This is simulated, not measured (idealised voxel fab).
Herein follows the process module entitled voxel self aligned contacts.
For reference, the cross-section in this document is cut, with width 185 nm and square cells of 5 nm.
Cross-section spec: square-cell grid; bands listed top down; each band is one or more rows.
First you get the band's top height and its bottom height, in nm, and then the materials it's made of, left to right, with each width in nm. If you see a single material with "throughout", that one covers the band edge to edge. "air" is empty space.
Heads up on the height convention: 0 is the point under which the incoming wafer is all one material, and the lowest band has no bottom, it just keeps going down, like "0 down".
The notation "30->40" denotes a width that varies across the rows of cells in the band, beginning at the first number in the top row, finishing at the second number in the bottom row, and changing by an identical amount from each row to the next.
A step reported as "no alteration" is a step in which no cell of the cross-section changed.
Closed empty spaces (no open way to the top) of 8 cells or more are what "Closed internal voids" lists, each as width x height at distance from the left edge, nm for all three.
What comes after the settings on a step's line is commentary from the simulator itself on that step.
Each step line may optionally specify "overlay nm", which for a step with a mask gives the rightward distance between the mask's planned place and where it lay, a negative value indicating the leftward direction.

The planned process steps are enumerated hereunder:
1) op RECEIVE | material Si
2) op CONFORMAL_DEP | material SiO2 | thk nm 5
3) op DIRECTIONAL_DEP | material polySi | thk nm 20
4) op DIRECTIONAL_DEP | material SiN | thk nm 15
5) op PATTERN | tone cover | mask id GATE | material resist | width nm 30 | pitch nm 60 | thk nm 15 | overlay nm 0
6) op DIRECTIONAL_ETCH | etch materials SiN | depth nm 15
7) op DIRECTIONAL_ETCH | etch materials polySi | depth nm 20
8) op STRIP | etch materials resist
9) op CONFORMAL_DEP | material SiN | thk nm 5
10) op DIRECTIONAL_ETCH | etch materials SiN | depth nm 5
11) op FILL_DEP | material SiO2 | thk nm 15
12) op CMP | height nm 45
13) op MASKED_ETCH | tone open | mask id CONTACT | width nm 40 | pitch nm 60 | etch materials SiO2 | depth nm 45 | overlay nm 0
14) op CONFORMAL_DEP | material TiN | thk nm 5
15) op FILL_DEP | material W | thk nm 5
16) op CMP | height nm 45
17) op CONFORMAL_DEP | material SiCN | thk nm 5

Wafer at receipt (post step 1), cross-section:
> 0 down = Si throughout
> Closed internal voids: none

Cross-section, end of module. Start: as above. Plan: as above. Execution: one mistake:
> 50 to 45 = SiCN throughout
> 45 to 40 = 45 nm SiO2  10 nm TiN  10 nm W  20 nm TiN  20 nm SiO2  10 nm TiN  10 nm W  20 nm TiN  40 nm SiO2
> 40 to 25 = 10 nm SiO2  40 nm SiN  5 nm TiN  10 nm W  5 nm TiN  40 nm SiN  5 nm TiN  10 nm W  5 nm TiN  40 nm SiN  15 nm SiO2
> 25 to 5 = 10 nm SiO2  5 nm SiN  30 nm polySi  5 nm SiN  5 nm TiN  10 nm W  5 nm TiN  5 nm SiN  30 nm polySi  5 nm SiN  5 nm TiN  10 nm W  5 nm TiN  5 nm SiN  30 nm polySi  5 nm SiN  15 nm SiO2
> 5 to 0 = 50 nm SiO2  20 nm TiN  40 nm SiO2  20 nm TiN  55 nm SiO2
> 0 down = Si throughout
> Closed internal voids: none
Where did the run depart from the plan? step 13 was processed under conditions differing from the plan, specifically as op MASKED_ETCH | tone open | mask id CONTACT | width nm 40 | pitch nm 60 | etch materials SiO2 | depth nm 45 | overlay nm 5
